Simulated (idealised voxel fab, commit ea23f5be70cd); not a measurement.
Process module name: voxel capacitor over wiring
It is cross-section cut that appears here, measuring 165 nm in width, its square cells being 5 nm in size.
Cross-section, as written here: a square-cell grid given band by band from the top down, where a band holds one or more rows of cells. Per band: top height and bottom height in nm, followed by the left-to-right materials and their widths in nm; "full width" marks a single material spanning edge to edge, "blank" marks empty space. Ref level 0: as-received wafer is one material below here. Bottom band extends down with no lower bound ("0 nm and below"). You'd read "30..40" like this: the band's top row of cells is as wide as the first number, its bottom row is as wide as the second, and going down, every row changes width by the same amount as the row before did. You'll sometimes find "no alterations made" written for a step, and that's the way of saying that nowhere in the cross-section did a cell change during that step. "Enclosed cavity list" - sealed voids, min. 8 cells, no opening to top; format: width x height at distance (distance from left edge; nm throughout). Past the settings on a step's line: simulator remark, on that step. What "overlay nm" on a step's line means: if the step has a mask, that mask lay this far to the right of its planned place, or, when the value is negative, to the left.

### Steps in the process plan
1 RECEIVE | material Si
2 CONFORMAL_DEP | material SiO2 | thk nm 10
3 DIRECTIONAL_DEP | material TiN | thk nm 5
4 DIRECTIONAL_DEP | material W | thk nm 15
5 PATTERN | tone cover | mask id METAL_1 | material resist | width nm 30 | pitch nm 85 | thk nm 15 | overlay nm 0
6 DIRECTIONAL_ETCH | etch materials W | depth nm 15
7 DIRECTIONAL_ETCH | etch materials TiN | depth nm 5
8 STRIP | etch materials resist
9 FILL_DEP | material SiO2 | thk nm 5
10 CMP | height nm 25
11 CONFORMAL_DEP | material SiCN | thk nm 5
12 DIRECTIONAL_DEP | material SiO2 | thk nm 10
13 MASKED_ETCH | tone open | mask id PLUG_1 | width nm 15 | etch materials SiO2 | depth nm 10 | overlay nm 0
14 MASKED_ETCH | tone open | mask id PLUG_1 | width nm 15 | etch materials SiCN | depth nm 5 | overlay nm 0
15 EPI | material Ru | thk nm 10
16 EPI | material Ru | thk nm 5
17 DIRECTIONAL_DEP | material TiN | thk nm 5
18 DIRECTIONAL_DEP | material SiN | thk nm 5
19 DIRECTIONAL_DEP | material TiN | thk nm 5
20 MASKED_ETCH | tone cover | mask id UPPER_PLATE | width nm 60 | etch materials TiN | depth nm 5 | overlay nm 0
21 MASKED_ETCH | tone cover | mask id UPPER_PLATE | width nm 60 | etch materials SiN | depth nm 5 | overlay nm 0
22 MASKED_ETCH | tone cover | mask id LOWER_PLATE | width nm 70 | etch materials TiN | depth nm 5 | overlay nm 0
23 FILL_DEP | material SiO2 | thk nm 20
24 CMP | height nm 75
25 PATTERN | tone open | mask id PLUG_2 | material resist | width nm 15 | thk nm 20 | overlay nm 0
26 DIRECTIONAL_ETCH | etch materials SiO2 | depth nm 15
27 STRIP | etch materials resist
28 CONFORMAL_DEP | material TiN | thk nm 5
29 FILL_DEP | material W | thk nm 5
30 CMP | height nm 75
31 CONFORMAL_DEP | material SiN | thk nm 5
Where the wafers of this document differ is in the height nm of step 10; they start out the same, and the plan states the value that applied to the first wafer.

### Received wafers, first of several: cross-section after step 1
	0 nm and below = Si full width
	Enclosed cavity list: none

### The cross-section of the first of several wafers is given below for the end of the module, after its final step, step 31
	80 nm to 75 nm = SiN full width
	75 nm to 65 nm = 50 SiO2; 5 TiN; 5 W; 5 TiN; 100 SiO2
	65 nm to 60 nm = 50 SiO2; 15 TiN; 100 SiO2
	60 nm to 55 nm = SiO2 full width
	55 nm to 50 nm = 40 SiO2; 60 TiN; 65 SiO2
	50 nm to 45 nm = 40 SiO2; 60 SiN; 65 SiO2
	45 nm to 40 nm = 35 SiO2; 70 TiN; 60 SiO2
	40 nm to 30 nm = 40 SiO2; 15 Ru; 110 SiO2
	30 nm to 25 nm = 40 SiCN; 15 Ru; 110 SiCN
	25 nm to 15 nm = 25 SiO2; 30 W; 55 SiO2; 30 W; 25 SiO2
	15 nm to 10 nm = 25 SiO2; 30 TiN; 55 SiO2; 30 TiN; 25 SiO2
	10 nm to 0 nm = SiO2 full width
	0 nm and below = Si full width
	Enclosed cavity list: none

### Of the several wafers, the last: cross-section at the end of the module
	80 nm to 75 nm = SiN full width
	75 nm to 70 nm = 50 SiO2; 5 TiN; 5 W; 5 TiN; 100 SiO2
	70 nm to 60 nm = 50 SiO2; 15..50 TiN; 100..65 SiO2
	60 nm to 55 nm = 55 SiO2; 45 SiN; 65 SiO2
	55 nm to 50 nm = 35 SiO2; 5 TiN; 15 SiO2; 50 TiN; 60 SiO2
	50 nm to 45 nm = 40 SiO2; 15 TiN; 110 SiO2
	45 nm to 40 nm = 40 SiO2; 15 SiN; 110 SiO2
	40 nm to 35 nm = 40 SiCN; 15 TiN; 110 SiCN
	35 nm to 30 nm = SiO2 full width
	30 nm to 15 nm = 25 SiO2; 30 W; 55 SiO2; 30 W; 25 SiO2
	15 nm to 10 nm = 25 SiO2; 30 TiN; 55 SiO2; 30 TiN; 25 SiO2
	10 nm to 0 nm = SiO2 full width
	0 nm and below = Si full width
	Enclosed cavity list: none

### Take any row and you have a wafer at the end of the module: how many cells of each material it has gained (+) or lost (-) since it was received, and then its closed voids
height nm 25 | +9 Ru | +30 SiCN | +45 SiN | +373 SiO2 | +45 TiN | +26 W | Enclosed cavity list: none
height nm 30 | +9 Ru | +30 SiCN | +45 SiN | +361 SiO2 | +45 TiN | +38 W | Enclosed cavity list: none
height nm 35 | +30 SiCN | +45 SiN | +372 SiO2 | +44 TiN | +37 W | Enclosed cavity list: none
